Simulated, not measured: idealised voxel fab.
process module | voxel spacer lines
cross-section cut | 230 nm wide | cells 5 nm
A cross-section is a grid of square cells, given in bands from the top down. A band is one or more rows of cells.
Each band's line starts with the height of the band's top and of its bottom, in nm. Then come its materials from left to right, each with its width in nm. One material with "throughout" fills the band from edge to edge. "air" is empty space.
Height 0 is the level under which the wafer as received is all one material. The lowest band goes on downwards, as in "0 down".
A width such as "30 to 40" changes by the same amount from each row of cells to the next, from the band's top row to its bottom row.
"no change" after a step means that no cell of the cross-section changed.
closed voids: empty space of 8 cells or more with no open way to the top, each as width x height at its distance from the left edge, in nm
after a step's settings: what the simulator itself notes on the step
overlay nm, on a step with a mask: how far to the right of its planned place the mask lay; to the left if negative
plan
1 op RECEIVE | material Si
2 op CONFORMAL_DEP | material Al2O3 | thk nm 5
3 op DIRECTIONAL_DEP | material SiN | thk nm 15
4 op DIRECTIONAL_DEP | material aC | thk nm 25
5 op PATTERN | tone cover | mask id MANDREL | material resist | width nm 25 | pitch nm 80 | thk nm 30 | overlay nm 0
6 op DIRECTIONAL_ETCH | etch materials aC | depth nm 25
7 op STRIP | etch materials resist
8 op CONFORMAL_DEP | material SiO2 | thk nm 15
9 op DIRECTIONAL_ETCH | etch materials SiO2 | depth nm 15
10 op STRIP | etch materials aC
11 op DIRECTIONAL_ETCH | etch materials SiN | depth nm 15
12 op STRIP | etch materials SiO2
as received, after step 1
  0 down: Si throughout
  closed voids: none
first wafer at the end, as planned
  20 to 5: air 45 | SiN 15 | air 25 | SiN 15 | air 25 | SiN 15 | air 25 | SiN 15 | air 50
  5 to 0: Al2O3 throughout
  0 down: Si throughout
  closed voids: none
second wafer at the end: like start, like plan, one mistake
  15 to 0: air 45 | SiN 15 | air 25 | SiN 15 | air 25 | SiN 15 | air 25 | SiN 15 | air 50
  0 down: Si throughout
  closed voids: none
what went wrong: step 2 was left out
at the end the second wafer has, in cells: 46 fewer of Al2O3
